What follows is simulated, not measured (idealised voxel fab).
The name of this process module is voxel transistor to metal.
Square cells of 5 nm make up the cross-section cut, whose width is 205 nm.
Bands, listed from the top down, are how a cross-section gets written in this document; the cross-section itself is a grid of square cells, and a band is one or more rows of them. The entry gives the band's vertical extent as a top height and a bottom height in nm, then its horizontal make-up as materials from left to right, each with a width in nm. "empty" stands for empty space; a single material marked "everywhere" fills the band edge to edge. The reference from which all heights are counted is 0, the level beneath which the as-received wafer is entirely one material; the lowest band, having no lower bound, proceeds downward and is written after the example "0 nm and below". You'd read "30->40" like this: the band's top row of cells is as wide as the first number, its bottom row is as wide as the second, and going down, every row changes width by the same amount as the row before did. "nothing got changed" (step): cross-section cells unchanged, all of them. Reported under the label "Unvented internal voids" are the empty spaces having no open way to the top and comprising 8 cells or more; the notation for each is width x height at distance, in which the distance is measured from the left edge and all three values are in nm. If you see something after the settings on a step's line, that's the simulator's own remark about that step. The line of a step may include "overlay nm". On a step with a mask, this value is how far to the right of its planned place the mask lay. A negative value means the mask lay to the left. Quick note on how to read the rest: it's all pairs. You get the cross-section before a process step and the one after, but the after one only goes down as far as the lowest band that changed. The step in between, with its settings, sits under the pair. Heads up, the pairs can come from different runs of this module on the same starting wafer, so don't assume a pair picks up from the one above unless its "Prior to processing" entry says it does.
# Prior to processing
    10 nm to 0 nm  40 SiO2, then 125 empty, then 40 SiO2
    0 nm to -5 nm  40 SiO2, then 10 empty, then 105 SiO2, then 10 empty, then 40 SiO2
    -5 nm to -10 nm  55 SiO2, then 95 Si, then 55 SiO2
    -10 nm to -35 nm  50 SiO2, then 105 Si, then 50 SiO2
    -35 nm and below  Si everywhere
    Unvented internal voids: none
# Post-Step Section View
    40 nm to 30 nm  40 polySi, then 125 empty, then 40 polySi
    30 nm to 25 nm  40 polySi, then 10 empty, then 105 polySi, then 10 empty, then 40 polySi
    25 nm to 10 nm  polySi everywhere
    10 nm to 0 nm  40 SiO2, then 125 polySi, then 40 SiO2
    0 nm to -5 nm  40 SiO2, then 10 polySi, then 105 SiO2, then 10 polySi, then 40 SiO2
    Note: structure below -5 unchanged.
    Unvented internal voids: none
The before and after cross-sections above differ by one step: DIRECTIONAL_DEP,material polySi,thk nm 30
Prior to processing: equal to the after panel directly above.
# Post-Step Section View
    50 nm to 40 nm  40 SiCN, then 125 empty, then 40 SiCN
    40 nm to 35 nm  40 polySi, then 10 empty, then 105 SiCN, then 10 empty, then 40 polySi
    35 nm to 30 nm  40 polySi, then 125 SiCN, then 40 polySi
    30 nm to 25 nm  40 polySi, then 10 SiCN, then 105 polySi, then 10 SiCN, then 40 polySi
    Note: structure below 25 unchanged.
    Unvented internal voids: none
The before and after cross-sections above differ by one step: DIRECTIONAL_DEP,material SiCN,thk nm 10
Prior to processing: equal to the after panel directly above.
# Post-Step Section View
    40 nm to 30 nm  40 polySi, then 50 empty, then 25 SiCN, then 50 empty, then 40 polySi
    30 nm to 25 nm  40 polySi, then 10 empty, then 105 polySi, then 10 empty, then 40 polySi
    Note: structure below 25 unchanged.
    Unvented internal voids: none
The before and after cross-sections above differ by one step: MASKED_ETCH,tone cover,mask id GATE,width nm 25,etch materials SiCN,depth nm 20,overlay nm 0
Prior to processing: equal to the after panel directly above.
# Post-Step Section View
    40 nm to 30 nm  90 empty, then 25 SiCN, then 90 empty
    30 nm to 10 nm  90 empty, then 25 polySi, then 90 empty
    10 nm to 0 nm  40 SiO2, then 50 empty, then 25 polySi, then 50 empty, then 40 SiO2
    0 nm to -5 nm  40 SiO2, then 10 empty, then 105 SiO2, then 10 empty, then 40 SiO2
    Note: structure below -5 unchanged.
    Unvented internal voids: none
The before and after cross-sections above differ by one step: MASKED_ETCH,tone cover,mask id GATE,width nm 25,etch materials polySi,depth nm 40,overlay nm 0
Prior to processing: equal to the after panel directly above.
# Post-Step Section View
    50 nm to 40 nm  80 empty, then 45 SiN, then 80 empty
    40 nm to 30 nm  80 empty, then 10 SiN, then 25 SiCN, then 10 SiN, then 80 empty
    30 nm to 20 nm  80 empty, then 10 SiN, then 25 polySi, then 10 SiN, then 80 empty
    20 nm to 10 nm  50 SiN, then 30 empty, then 10 SiN, then 25 polySi, then 10 SiN, then 30 empty, then 50 SiN
    10 nm to 0 nm  40 SiO2, then 50 SiN, then 25 polySi, then 50 SiN, then 40 SiO2
    0 nm to -5 nm  40 SiO2, then 10 SiN, then 105 SiO2, then 10 SiN, then 40 SiO2
    Note: structure below -5 unchanged.
    Unvented internal voids: none
The before and after cross-sections above differ by one step: CONFORMAL_DEP,material SiN,thk nm 10
Prior to processing: equal to the after panel directly above.
# Post-Step Section View
    40 nm to 30 nm  80 empty, then 10 SiN, then 25 SiCN, then 10 SiN, then 80 empty
    30 nm to 10 nm  80 empty, then 10 SiN, then 25 polySi, then 10 SiN, then 80 empty
    10 nm to 0 nm  40 SiO2, then 10 SiN, then 30 empty, then 10 SiN, then 25 polySi, then 10 SiN, then 30 empty, then 10 SiN, then 40 SiO2
    Note: structure below 0 unchanged.
    Unvented internal voids: none
The before and after cross-sections above differ by one step: DIRECTIONAL_ETCH,etch materials SiN,depth nm 10
Prior to processing: equal to the after panel directly above.
# Post-Step Section View
    40 nm to 30 nm  80 empty, then 10 SiN, then 25 SiCN, then 10 SiN, then 80 empty
    30 nm to 10 nm  80 empty, then 10 SiN, then 25 polySi, then 10 SiN, then 80 empty
    10 nm to 5 nm  40 empty, then 10 SiN, then 30 empty, then 10 SiN, then 25 polySi, then 10 SiN, then 30 empty, then 10 SiN, then 40 empty
    5 nm to 0 nm  40 SiO2, then 10 SiN, then 30 empty, then 10 SiN, then 25 polySi, then 10 SiN, then 30 empty, then 10 SiN, then 40 SiO2
    0 nm to -5 nm  40 SiO2, then 10 SiN, then 30 empty, then 45 SiO2, then 30 empty, then 10 SiN, then 40 SiO2
    Note: structure below -5 unchanged.
    Unvented internal voids: none
The before and after cross-sections above differ by one step: DIRECTIONAL_ETCH,etch materials SiO2,depth nm 5
Prior to processing: equal to the after panel directly above.
# Post-Step Section View
    40 nm to 30 nm  80 empty, then 10 SiN, then 25 SiCN, then 10 SiN, then 80 empty
    30 nm to 10 nm  80 empty, then 10 SiN, then 25 polySi, then 10 SiN, then 80 empty
    10 nm to 5 nm  40 empty, then 10 SiN, then 30 empty, then 10 SiN, then 25 polySi, then 10 SiN, then 30 empty, then 10 SiN, then 40 empty
    5 nm to 0 nm  40 SiO2, then 10 SiN, then 30 empty, then 10 SiN, then 25 polySi, then 10 SiN, then 30 empty, then 10 SiN, then 40 SiO2
    0 nm to -5 nm  40 SiO2, then 10 SiN, then 30 empty, then 45 SiO2, then 30 empty, then 10 SiN, then 40 SiO2
    -5 nm to -10 nm  55 SiO2, then 25 empty, then 45 Si, then 25 empty, then 55 SiO2
    Note: structure below -10 unchanged.
    Unvented internal voids: none
The before and after cross-sections above differ by one step: DIRECTIONAL_ETCH,etch materials Si,depth nm 5
Prior to processing: equal to the after panel directly above.
# Post-Step Section View
    40 nm to 30 nm  80 empty, then 10 SiN, then 25 SiCN, then 10 SiN, then 80 empty
    30 nm to 10 nm  80 empty, then 10 SiN, then 25 polySi, then 10 SiN, then 80 empty
    10 nm to 5 nm  40 empty, then 10 SiN, then 30 empty, then 10 SiN, then 25 polySi, then 10 SiN, then 30 empty, then 10 SiN, then 40 empty
    5 nm to 0 nm  40 SiO2, then 10 SiN, then 30 empty, then 10 SiN, then 25 polySi, then 10 SiN, then 30 empty, then 10 SiN, then 40 SiO2
    0 nm to -5 nm  40 SiO2, then 10 SiN, then 25 empty, then 5 SiGe, then 45 SiO2, then 5 SiGe, then 25 empty, then 10 SiN, then 40 SiO2
    -5 nm to -10 nm  55 SiO2, then 25 SiGe, then 45 Si, then 25 SiGe, then 55 SiO2
    Note: structure below -10 unchanged.
    Unvented internal voids: none
The before and after cross-sections above differ by one step: EPI,material SiGe,thk nm 5
Prior to processing: equal to the after panel directly above.
# Post-Step Section View
    45 nm to 40 nm  SiO2 everywhere
    40 nm to 30 nm  80 SiO2, then 10 SiN, then 25 SiCN, then 10 SiN, then 80 SiO2
    30 nm to 10 nm  80 SiO2, then 10 SiN, then 25 polySi, then 10 SiN, then 80 SiO2
    10 nm to 0 nm  40 SiO2, then 10 SiN, then 30 SiO2, then 10 SiN, then 25 polySi, then 10 SiN, then 30 SiO2, then 10 SiN, then 40 SiO2
    0 nm to -5 nm  40 SiO2, then 10 SiN, then 25 SiO2, then 5 SiGe, then 45 SiO2, then 5 SiGe, then 25 SiO2, then 10 SiN, then 40 SiO2
    Note: structure below -5 unchanged.
    Unvented internal voids: none
The before and after cross-sections above differ by one step: FILL_DEP,material SiO2,thk nm 5
Prior to processing: equal to the after panel directly above.
# Post-Step Section View
    40 nm to 30 nm  80 SiO2, then 10 SiN, then 25 SiCN, then 10 SiN, then 80 SiO2
    Note: structure below 30 unchanged.
    Unvented internal voids: none
The before and after cross-sections above differ by one step: CMP,height nm 40
Prior to processing: equal to the after panel directly above.
# Post-Step Section View
    55 nm to 40 nm  SiO2 everywhere
    Note: structure below 40 unchanged.
    Unvented internal voids: none
The before and after cross-sections above differ by one step: DIRECTIONAL_DEP,material SiO2,thk nm 15
Prior to processing: equal to the after panel directly above.
# Post-Step Section View
    65 nm to 55 nm  aC everywhere
    Note: structure below 55 unchanged.
    Unvented internal voids: none
The before and after cross-sections above differ by one step: DIRECTIONAL_DEP,material aC,thk nm 10
Prior to processing: equal to the after panel directly above.
# Post-Step Section View
    95 nm to 65 nm  50 resist, then 20 empty, then 65 resist, then 20 empty, then 50 resist
    Note: structure below 65 unchanged.
    Unvented internal voids: none
The before and after cross-sections above differ by one step: PATTERN,tone open,mask id CONTACT,material resist,width nm 20,pitch nm 85,thk nm 30,overlay nm 0
Prior to processing: equal to the after panel directly above.
# Post-Step Section View
    85 nm to 65 nm  50 resist, then 20 empty, then 65 resist, then 20 empty, then 50 resist
    65 nm to 55 nm  50 aC, then 20 empty, then 65 aC, then 20 empty, then 50 aC
    Note: structure below 55 unchanged.
    Unvented internal voids: none
The before and after cross-sections above differ by one step: DIRECTIONAL_ETCH,etch materials aC,depth nm 10
Prior to processing: equal to the after panel directly above.
# Post-Step Section View
    65 nm to 55 nm  50 aC, then 20 empty, then 65 aC, then 20 empty, then 50 aC
    Note: structure below 55 unchanged.
    Unvented internal voids: none
The before and after cross-sections above differ by one step: STRIP,etch materials resist
Prior to processing: equal to the after panel directly above.
# Post-Step Section View
    65 nm to 55 nm  50 aC, then 20 empty, then 65 aC, then 20 empty, then 50 aC
    55 nm to 40 nm  50 SiO2, then 20 empty, then 65 SiO2, then 20 empty, then 50 SiO2
    40 nm to 30 nm  50 SiO2, then 20 empty, then 10 SiO2, then 10 SiN, then 25 SiCN, then 10 SiN, then 10 SiO2, then 20 empty, then 50 SiO2
    30 nm to 10 nm  50 SiO2, then 20 empty, then 10 SiO2, then 10 SiN, then 25 polySi, then 10 SiN, then 10 SiO2, then 20 empty, then 50 SiO2
    10 nm to 0 nm  40 SiO2, then 10 SiN, then 20 empty, then 10 SiO2, then 10 SiN, then 25 polySi, then 10 SiN, then 10 SiO2, then 20 empty, then 10 SiN, then 40 SiO2
    0 nm to -5 nm  40 SiO2, then 10 SiN, then 20 empty, then 5 SiO2, then 5 SiGe, then 45 SiO2, then 5 SiGe, then 5 SiO2, then 20 empty, then 10 SiN, then 40 SiO2
    Note: structure below -5 unchanged.
    Unvented internal voids: none
The before and after cross-sections above differ by one step: DIRECTIONAL_ETCH,etch materials SiO2,depth nm 60
Prior to processing: equal to the after panel directly above.
# Post-Step Section View
    55 nm to 40 nm  50 SiO2, then 20 empty, then 65 SiO2, then 20 empty, then 50 SiO2
    Note: structure below 40 unchanged.
    Unvented internal voids: none
The before and after cross-sections above differ by one step: STRIP,etch materials aC
Prior to processing: equal to the after panel directly above.
# Post-Step Section View
    60 nm to 55 nm  55 TiN, then 10 empty, then 75 TiN, then 10 empty, then 55 TiN
    55 nm to 40 nm  50 SiO2, then 5 TiN, then 10 empty, then 5 TiN, then 65 SiO2, then 5 TiN, then 10 empty, then 5 TiN, then 50 SiO2
    40 nm to 30 nm  50 SiO2, then 5 TiN, then 10 empty, then 5 TiN, then 10 SiO2, then 10 SiN, then 25 SiCN, then 10 SiN, then 10 SiO2, then 5 TiN, then 10 empty, then 5 TiN, then 50 SiO2
    30 nm to 10 nm  50 SiO2, then 5 TiN, then 10 empty, then 5 TiN, then 10 SiO2, then 10 SiN, then 25 polySi, then 10 SiN, then 10 SiO2, then 5 TiN, then 10 empty, then 5 TiN, then 50 SiO2
    10 nm to 0 nm  40 SiO2, then 10 SiN, then 5 TiN, then 10 empty, then 5 TiN, then 10 SiO2, then 10 SiN, then 25 polySi, then 10 SiN, then 10 SiO2, then 5 TiN, then 10 empty, then 5 TiN, then 10 SiN, then 40 SiO2
    0 nm to -5 nm  40 SiO2, then 10 SiN, then 20 TiN, then 5 SiO2, then 5 SiGe, then 45 SiO2, then 5 SiGe, then 5 SiO2, then 20 TiN, then 10 SiN, then 40 SiO2
    Note: structure below -5 unchanged.
    Unvented internal voids: none
The before and after cross-sections above differ by one step: CONFORMAL_DEP,material TiN,thk nm 5
Prior to processing: equal to the after panel directly above.
# Post-Step Section View
    65 nm to 60 nm  W everywhere
    60 nm to 55 nm  55 TiN, then 10 W, then 75 TiN, then 10 W, then 55 TiN
    55 nm to 40 nm  50 SiO2, then 5 TiN, then 10 W, then 5 TiN, then 65 SiO2, then 5 TiN, then 10 W, then 5 TiN, then 50 SiO2
    40 nm to 30 nm  50 SiO2, then 5 TiN, then 10 W, then 5 TiN, then 10 SiO2, then 10 SiN, then 25 SiCN, then 10 SiN, then 10 SiO2, then 5 TiN, then 10 W, then 5 TiN, then 50 SiO2
    30 nm to 10 nm  50 SiO2, then 5 TiN, then 10 W, then 5 TiN, then 10 SiO2, then 10 SiN, then 25 polySi, then 10 SiN, then 10 SiO2, then 5 TiN, then 10 W, then 5 TiN, then 50 SiO2
    10 nm to 0 nm  40 SiO2, then 10 SiN, then 5 TiN, then 10 W, then 5 TiN, then 10 SiO2, then 10 SiN, then 25 polySi, then 10 SiN, then 10 SiO2, then 5 TiN, then 10 W, then 5 TiN, then 10 SiN, then 40 SiO2
    Note: structure below 0 unchanged.
    Unvented internal voids: none
The before and after cross-sections above differ by one step: FILL_DEP,material W,thk nm 5
Prior to processing: equal to the after panel directly above.
# Post-Step Section View
    55 nm to 40 nm  50 SiO2, then 5 TiN, then 10 W, then 5 TiN, then 65 SiO2, then 5 TiN, then 10 W, then 5 TiN, then 50 SiO2
    Note: structure below 40 unchanged.
    Unvented internal voids: none
The before and after cross-sections above differ by one step: CMP,height nm 55
Prior to processing: equal to the after panel directly above.
# Post-Step Section View
    60 nm to 55 nm  TiN everywhere
    Note: structure below 55 unchanged.
    Unvented internal voids: none
The before and after cross-sections above differ by one step: DIRECTIONAL_DEP,material TiN,thk nm 5
Prior to processing: equal to the after panel directly above.
# Post-Step Section View
    85 nm to 60 nm  W everywhere
    Note: structure below 60 unchanged.
    Unvented internal voids: none
The before and after cross-sections above differ by one step: DIRECTIONAL_DEP,material W,thk nm 25
Prior to processing: equal to the after panel directly above.
# Post-Step Section View
    85 nm to 60 nm  50 empty, then 20 W, then 65 empty, then 20 W, then 50 empty
    Note: structure below 60 unchanged.
    Unvented internal voids: none
The before and after cross-sections above differ by one step: MASKED_ETCH,tone cover,mask id METAL_1,width nm 20,pitch nm 85,etch materials W,depth nm 25,overlay nm 0
Prior to processing: equal to the after panel directly above.
# Post-Step Section View
    85 nm to 60 nm  50 empty, then 20 W, then 65 empty, then 20 W, then 50 empty
    60 nm to 55 nm  50 empty, then 20 TiN, then 65 empty, then 20 TiN, then 50 empty
    Note: structure below 55 unchanged.
    Unvented internal voids: none
The before and after cross-sections above differ by one step: MASKED_ETCH,tone cover,mask id METAL_1,width nm 20,pitch nm 85,etch materials TiN,depth nm 5,overlay nm 0
Prior to processing: equal to the after panel directly above.
# Post-Step Section View
    95 nm to 85 nm  lowk everywhere
    85 nm to 60 nm  50 lowk, then 20 W, then 65 lowk, then 20 W, then 50 lowk
    60 nm to 55 nm  50 lowk, then 20 TiN, then 65 lowk, then 20 TiN, then 50 lowk
    Note: structure below 55 unchanged.
    Unvented internal voids: none
The before and after cross-sections above differ by one step: FILL_DEP,material lowk,thk nm 10
Prior to processing: equal to the after panel directly above.
# Post-Step Section View
    85 nm to 60 nm  50 lowk, then 20 W, then 65 lowk, then 20 W, then 50 lowk
    Note: structure below 60 unchanged.
    Unvented internal voids: none
The before and after cross-sections above differ by one step: CMP,height nm 85
Prior to processing: equal to the after panel directly above.
# Post-Step Section View
    90 nm to 85 nm  SiCN everywhere
    Note: structure below 85 unchanged.
    Unvented internal voids: none
The before and after cross-sections above differ by one step: CONFORMAL_DEP,material SiCN,thk nm 5
Prior to processing: equal to the after panel directly above.
# Post-Step Section View
    115 nm to 90 nm  SiO2 everywhere
    Note: structure below 90 unchanged.
    Unvented internal voids: none
The before and after cross-sections above differ by one step: DIRECTIONAL_DEP,material SiO2,thk nm 25
Prior to processing: equal to the after panel directly above.
# Post-Step Section View
    130 nm to 115 nm  aC everywhere
    Note: structure below 115 unchanged.
    Unvented internal voids: none
The before and after cross-sections above differ by one step: DIRECTIONAL_DEP,material aC,thk nm 15
Prior to processing: equal to the after panel directly above.
# Post-Step Section View
    160 nm to 130 nm  50 resist, then 20 empty, then 65 resist, then 20 empty, then 50 resist
    Note: structure below 130 unchanged.
    Unvented internal voids: none
The before and after cross-sections above differ by one step: PATTERN,tone open,mask id METAL_2,material resist,width nm 20,pitch nm 85,thk nm 30,overlay nm 0
Prior to processing: equal to the after panel directly above.
# Post-Step Section View
    145 nm to 130 nm  50 resist, then 20 empty, then 65 resist, then 20 empty, then 50 resist
    130 nm to 115 nm  50 aC, then 20 empty, then 65 aC, then 20 empty, then 50 aC
    Note: structure below 115 unchanged.
    Unvented internal voids: none
The before and after cross-sections above differ by one step: DIRECTIONAL_ETCH,etch materials aC,depth nm 15
Prior to processing: equal to the after panel directly above.
# Post-Step Section View
    130 nm to 115 nm  50 aC, then 20 empty, then 65 aC, then 20 empty, then 50 aC
    Note: structure below 115 unchanged.
    Unvented internal voids: none
The before and after cross-sections above differ by one step: STRIP,etch materials resist
Prior to processing: equal to the after panel directly above.
# Post-Step Section View
    130 nm to 115 nm  50 aC, then 20 empty, then 65 aC, then 20 empty, then 50 aC
    115 nm to 100 nm  50 SiO2, then 20 empty, then 65 SiO2, then 20 empty, then 50 SiO2
    Note: structure below 100 unchanged.
    Unvented internal voids: none
The before and after cross-sections above differ by one step: DIRECTIONAL_ETCH,etch materials SiO2,depth nm 15
Prior to processing: equal to the after panel directly above.
# Post-Step Section View
    115 nm to 100 nm  50 SiO2, then 20 empty, then 65 SiO2, then 20 empty, then 50 SiO2
    Note: structure below 100 unchanged.
    Unvented internal voids: none
The before and after cross-sections above differ by one step: STRIP,etch materials aC
Prior to processing: equal to the after panel directly above.
# Post-Step Section View
    130 nm to 115 nm  50 aC, then 20 empty, then 65 aC, then 20 empty, then 50 aC
    115 nm to 100 nm  50 SiO2, then 20 aC, then 65 SiO2, then 20 aC, then 50 SiO2
    Note: structure below 100 unchanged.
    Unvented internal voids: none
The before and after cross-sections above differ by one step: DIRECTIONAL_DEP,material aC,thk nm 15
Prior to processing: equal to the after panel directly above.
# Post-Step Section View
    160 nm to 130 nm  50 resist, then 15 empty, then 70 resist, then 15 empty, then 55 resist
    130 nm to 115 nm  50 aC, then 15 empty, then 5 resist, then 65 aC, then 15 empty, then 5 resist, then 50 aC
    Note: structure below 115 unchanged.
    Unvented internal voids: none
The before and after cross-sections above differ by one step: PATTERN,tone open,mask id METAL_2_HOLES,material resist,width nm 15,pitch nm 85,thk nm 30,overlay nm 0
Prior to processing: equal to the after panel directly above.
# Post-Step Section View
    145 nm to 130 nm  50 resist, then 15 empty, then 70 resist, then 15 empty, then 55 resist
    130 nm to 115 nm  50 aC, then 15 empty, then 5 resist, then 65 aC, then 15 empty, then 5 resist, then 50 aC
    115 nm to 100 nm  50 SiO2, then 15 empty, then 5 aC, then 65 SiO2, then 15 empty, then 5 aC, then 50 SiO2
    Note: structure below 100 unchanged.
    Unvented internal voids: none
The before and after cross-sections above differ by one step: DIRECTIONAL_ETCH,etch materials aC,depth nm 15
Prior to processing: equal to the after panel directly above.
# Post-Step Section View
    130 nm to 115 nm  50 aC, then 20 empty, then 65 aC, then 20 empty, then 50 aC
    Note: structure below 115 unchanged.
    Unvented internal voids: none
The before and after cross-sections above differ by one step: STRIP,etch materials resist
Prior to processing: equal to the after panel directly above.
# Post-Step Section View
    130 nm to 115 nm  50 aC, then 20 empty, then 65 aC, then 20 empty, then 50 aC
    115 nm to 100 nm  50 SiO2, then 15 empty, then 5 aC, then 65 SiO2, then 15 empty, then 5 aC, then 50 SiO2
    100 nm to 90 nm  50 SiO2, then 15 empty, then 70 SiO2, then 15 empty, then 55 SiO2
    Note: structure below 90 unchanged.
    Unvented internal voids: none
The before and after cross-sections above differ by one step: DIRECTIONAL_ETCH,etch materials SiO2,depth nm 10
Prior to processing: equal to the after panel directly above.
# Post-Step Section View
    130 nm to 115 nm  50 aC, then 20 empty, then 65 aC, then 20 empty, then 50 aC
    115 nm to 100 nm  50 SiO2, then 15 empty, then 5 aC, then 65 SiO2, then 15 empty, then 5 aC, then 50 SiO2
    100 nm to 90 nm  50 SiO2, then 15 empty, then 70 SiO2, then 15 empty, then 55 SiO2
    90 nm to 85 nm  50 SiCN, then 15 empty, then 70 SiCN, then 15 empty, then 55 SiCN
    Note: structure below 85 unchanged.
    Unvented internal voids: none
The before and after cross-sections above differ by one step: DIRECTIONAL_ETCH,etch materials SiCN,depth nm 5
Prior to processing: equal to the after panel directly above.
# Post-Step Section View
    115 nm to 100 nm  50 SiO2, then 20 empty, then 65 SiO2, then 20 empty, then 50 SiO2
    Note: structure below 100 unchanged.
    Unvented internal voids: none
The before and after cross-sections above differ by one step: STRIP,etch materials aC
Prior to processing: equal to the after panel directly above.
# Post-Step Section View
    120 nm to 115 nm  55 TiN, then 10 empty, then 75 TiN, then 10 empty, then 55 TiN
    115 nm to 105 nm  50 SiO2, then 5 TiN, then 10 empty, then 5 TiN, then 65 SiO2, then 5 TiN, then 10 empty, then 5 TiN, then 50 SiO2
    105 nm to 100 nm  50 SiO2, then 5 TiN, then 5 empty, then 10 TiN, then 65 SiO2, then 5 TiN, then 5 empty, then 10 TiN, then 50 SiO2
    100 nm to 90 nm  50 SiO2, then 5 TiN, then 5 empty, then 5 TiN, then 70 SiO2, then 5 TiN, then 5 empty, then 5 TiN, then 55 SiO2
    90 nm to 85 nm  50 SiCN, then 15 TiN, then 70 SiCN, then 15 TiN, then 55 SiCN
    Note: structure below 85 unchanged.
    Unvented internal voids: none
The before and after cross-sections above differ by one step: CONFORMAL_DEP,material TiN,thk nm 5
Prior to processing: equal to the after panel directly above.
# Post-Step Section View
    130 nm to 120 nm  Ru everywhere
    120 nm to 115 nm  55 TiN, then 10 Ru, then 75 TiN, then 10 Ru, then 55 TiN
    115 nm to 105 nm  50 SiO2, then 5 TiN, then 10 Ru, then 5 TiN, then 65 SiO2, then 5 TiN, then 10 Ru, then 5 TiN, then 50 SiO2
    105 nm to 100 nm  50 SiO2, then 5 TiN, then 5 Ru, then 10 TiN, then 65 SiO2, then 5 TiN, then 5 Ru, then 10 TiN, then 50 SiO2
    100 nm to 90 nm  50 SiO2, then 5 TiN, then 5 Ru, then 5 TiN, then 70 SiO2, then 5 TiN, then 5 Ru, then 5 TiN, then 55 SiO2
    Note: structure below 90 unchanged.
    Unvented internal voids: none
The before and after cross-sections above differ by one step: FILL_DEP,material Ru,thk nm 10
Prior to processing: equal to the after panel directly above.
# Post-Step Section View
    115 nm to 105 nm  50 SiO2, then 5 TiN, then 10 Ru, then 5 TiN, then 65 SiO2, then 5 TiN, then 10 Ru, then 5 TiN, then 50 SiO2
    Note: structure below 105 unchanged.
    Unvented internal voids: none
The before and after cross-sections above differ by one step: CMP,height nm 115
Prior to processing: equal to the after panel directly above.
# Post-Step Section View
    120 nm to 115 nm  SiCN everywhere
    Note: structure below 115 unchanged.
    Unvented internal voids: none
The before and after cross-sections above differ by one step: CONFORMAL_DEP,material SiCN,thk nm 5
# Prior to processing
    20 nm to 5 nm  45 empty, then 115 SiN, then 45 empty
    5 nm to 0 nm  45 empty, then 115 SiO2, then 45 empty
    0 nm to -30 nm  45 empty, then 115 Si, then 45 empty
    -30 nm and below  Si everywhere
    Unvented internal voids: none
# Post-Step Section View
    20 nm to 5 nm  45 empty, then 115 SiN, then 45 empty
    5 nm to 0 nm  45 empty, then 115 SiO2, then 45 empty
    0 nm to -60 nm  45 empty, then 115 Si, then 45 empty
    Note: structure below -60 unchanged.
    Unvented internal voids: none
The before and after cross-sections above differ by one step: MASKED_ETCH,tone cover,mask id ACTIVE,width nm 115,etch materials Si,depth nm 30,overlay nm 0
Prior to processing: equal to the after panel directly above.
# Post-Step Section View
    20 nm to 5 nm  45 empty, then 115 SiN, then 45 empty
    5 nm to 0 nm  45 empty, then 115 SiO2, then 45 empty
    0 nm to -60 nm  45 empty, then 5 SiO2, then 105 Si, then 5 SiO2, then 45 empty
    -60 nm to -65 nm  50 SiO2, then 105 Si, then 50 SiO2
    Note: structure below -65 unchanged.
    Unvented internal voids: none
The before and after cross-sections above differ by one step: OXIDIZE,depth nm 5
Prior to processing: equal to the after panel directly above.
# Post-Step Section View
    35 nm to 20 nm  SiO2 everywhere
    20 nm to 5 nm  45 SiO2, then 115 SiN, then 45 SiO2
    5 nm to 0 nm  SiO2 everywhere
    0 nm to -65 nm  50 SiO2, then 105 Si, then 50 SiO2
    Note: structure below -65 unchanged.
    Unvented internal voids: none
The before and after cross-sections above differ by one step: FILL_DEP,material SiO2,thk nm 15
Prior to processing: equal to the after panel directly above.
# Post-Step Section View
    20 nm to 5 nm  45 SiO2, then 115 SiN, then 45 SiO2
    Note: structure below 5 unchanged.
    Unvented internal voids: none
The before and after cross-sections above differ by one step: CMP,height nm 20
Prior to processing: equal to the after panel directly above.
# Post-Step Section View
    20 nm to 15 nm  45 empty, then 115 SiN, then 45 empty
    Note: structure below 15 unchanged.
    Unvented internal voids: none
The before and after cross-sections above differ by one step: SELECTIVE_ETCH,etch materials SiO2,depth nm 5
Prior to processing: equal to the after panel directly above.
# Post-Step Section View
    15 nm to 5 nm  45 SiO2, then 115 empty, then 45 SiO2
    Note: structure below 5 unchanged.
    Unvented internal voids: none
The before and after cross-sections above differ by one step: STRIP,etch materials SiN
Prior to processing: equal to the after panel directly above.
# Post-Step Section View
    10 nm to 0 nm  40 SiO2, then 125 empty, then 40 SiO2
    Note: structure below 0 unchanged.
    Unvented internal voids: none
The before and after cross-sections above differ by one step: SELECTIVE_ETCH,etch materials SiO2,depth nm 5
Prior to processing: equal to the after panel directly above.
# Post-Step Section View
    10 nm to 0 nm  40 SiO2, then 125 empty, then 40 SiO2
    0 nm to -5 nm  SiO2 everywhere
    Note: structure below -5 unchanged.
    Unvented internal voids: none
The before and after cross-sections above differ by one step: OXIDIZE,depth nm 5
Prior to processing: equal to the after panel directly above.
# Post-Step Section View
    40 nm to 30 nm  40 polySi, then 125 empty, then 40 polySi
    30 nm to 10 nm  polySi everywhere
    10 nm to 0 nm  40 SiO2, then 125 polySi, then 40 SiO2
    Note: structure below 0 unchanged.
    Unvented internal voids: none
The before and after cross-sections above differ by one step: DIRECTIONAL_DEP,material polySi,thk nm 30
Prior to processing: equal to the after panel directly above.
# Post-Step Section View
    50 nm to 40 nm  40 SiCN, then 125 empty, then 40 SiCN
    40 nm to 30 nm  40 polySi, then 125 SiCN, then 40 polySi
    Note: structure below 30 unchanged.
    Unvented internal voids: none
The before and after cross-sections above differ by one step: DIRECTIONAL_DEP,material SiCN,thk nm 10
Prior to processing: equal to the after panel directly above.
# Post-Step Section View
    40 nm to 30 nm  40 polySi, then 50 empty, then 25 SiCN, then 50 empty, then 40 polySi
    Note: structure below 30 unchanged.
    Unvented internal voids: none
The before and after cross-sections above differ by one step: MASKED_ETCH,tone cover,mask id GATE,width nm 25,etch materials SiCN,depth nm 20,overlay nm 0
Prior to processing: equal to the after panel directly above.
# Post-Step Section View
    40 nm to 30 nm  90 empty, then 25 SiCN, then 90 empty
    30 nm to 10 nm  90 empty, then 25 polySi, then 90 empty
    10 nm to 0 nm  40 SiO2, then 50 empty, then 25 polySi, then 50 empty, then 40 SiO2
    Note: structure below 0 unchanged.
    Unvented internal voids: none
The before and after cross-sections above differ by one step: MASKED_ETCH,tone cover,mask id GATE,width nm 25,etch materials polySi,depth nm 40,overlay nm 0
Prior to processing: equal to the after panel directly above.
# Post-Step Section View
    50 nm to 40 nm  80 empty, then 45 SiN, then 80 empty
    40 nm to 30 nm  80 empty, then 10 SiN, then 25 SiCN, then 10 SiN, then 80 empty
    30 nm to 20 nm  80 empty, then 10 SiN, then 25 polySi, then 10 SiN, then 80 empty
    20 nm to 10 nm  50 SiN, then 30 empty, then 10 SiN, then 25 polySi, then 10 SiN, then 30 empty, then 50 SiN
    10 nm to 0 nm  40 SiO2, then 50 SiN, then 25 polySi, then 50 SiN, then 40 SiO2
    Note: structure below 0 unchanged.
    Unvented internal voids: none
The before and after cross-sections above differ by one step: CONFORMAL_DEP,material SiN,thk nm 10
Prior to processing: equal to the after panel directly above.
# Post-Step Section View
    40 nm to 30 nm  80 empty, then 10 SiN, then 25 SiCN, then 10 SiN, then 80 empty
    30 nm to 10 nm  80 empty, then 10 SiN, then 25 polySi, then 10 SiN, then 80 empty
    10 nm to 0 nm  40 SiO2, then 10 SiN, then 30 empty, then 10 SiN, then 25 polySi, then 10 SiN, then 30 empty, then 10 SiN, then 40 SiO2
    Note: structure below 0 unchanged.
    Unvented internal voids: none
The before and after cross-sections above differ by one step: DIRECTIONAL_ETCH,etch materials SiN,depth nm 10
